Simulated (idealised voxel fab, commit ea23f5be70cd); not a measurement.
process module | voxel self aligned contacts
cross-section cut | 285 nm wide | cells 5 nm
A cross-section is a grid of square cells, given in bands from the top down. A band is one or more rows of cells.
Each band's line starts with the height of the band's top and of its bottom, in nm. Then come its materials from left to right, each with its width in nm. One material with "throughout" fills the band from edge to edge. "air" is empty space.
Height 0 is the level under which the wafer as received is all one material. The lowest band goes on downwards, as in "0 down".
A width such as "30 to 40" changes by the same amount from each row of cells to the next, from the band's top row to its bottom row.
"no change" after a step means that no cell of the cross-section changed.
closed voids: empty space of 8 cells or more with no open way to the top, each as width x height at its distance from the left edge, in nm
after a step's settings: what the simulator itself notes on the step
overlay nm, on a step with a mask: how far to the right of its planned place the mask lay; to the left if negative
plan
1 op RECEIVE | material Si
2 op OXIDIZE | depth nm 5
3 op DIRECTIONAL_DEP | material polySi | thk nm 30
4 op DIRECTIONAL_DEP | material SiN | thk nm 20
5 op MASKED_ETCH | tone cover | mask id GATE | width nm 25 | pitch nm 60 | etch materials SiN | depth nm 20 | overlay nm 0
6 op MASKED_ETCH | tone cover | mask id GATE | width nm 25 | pitch nm 60 | etch materials polySi | depth nm 30 | overlay nm 0
7 op CONFORMAL_DEP | material SiN | thk nm 5
8 op DIRECTIONAL_ETCH | etch materials SiN | depth nm 5
9 op FILL_DEP | material SiO2 | thk nm 15
10 op CMP | height nm 60
11 op DIRECTIONAL_DEP | material aC | thk nm 10
12 op PATTERN | tone open | mask id CONTACT | material resist | width nm 35 | thk nm 30 | overlay nm 0
13 op DIRECTIONAL_ETCH | etch materials aC | depth nm 10
14 op STRIP | etch materials resist
15 op DIRECTIONAL_ETCH | etch materials SiO2 | depth nm 65
16 op STRIP | etch materials aC
17 op CONFORMAL_DEP | material TiN | thk nm 5
18 op FILL_DEP | material W | thk nm 10
19 op CMP | height nm 60
20 op CONFORMAL_DEP | material SiCN | thk nm 5
varied across the wafers: width nm of step 12. The plan shows the first wafer's value. All wafers start alike
first wafer as received, after step 1
  0 down: Si throughout
  closed voids: none
each wafer at the end: cells of each material gained (+) or lost (-) since it was received, then its closed voids
width nm 35 | -57 Si | +57 SiCN | +80 SiN | +532 SiO2 | +31 TiN | +38 W | +60 polySi | closed voids: none
width nm 40 | -57 Si | +57 SiCN | +80 SiN | +530 SiO2 | +32 TiN | +39 W | +60 polySi | closed voids: none
width nm 45 | -57 Si | +57 SiCN | +80 SiN | +528 SiO2 | +33 TiN | +40 W | +60 polySi | closed voids: none
width nm 50 | -57 Si | +57 SiCN | +80 SiN | +526 SiO2 | +34 TiN | +41 W | +60 polySi | closed voids: none
width nm 55 | -57 Si | +57 SiCN | +80 SiN | +524 SiO2 | +35 TiN | +42 W | +60 polySi | closed voids: none
width nm 60 | -57 Si | +57 SiCN | +80 SiN | +522 SiO2 | +36 TiN | +43 W | +60 polySi | closed voids: none
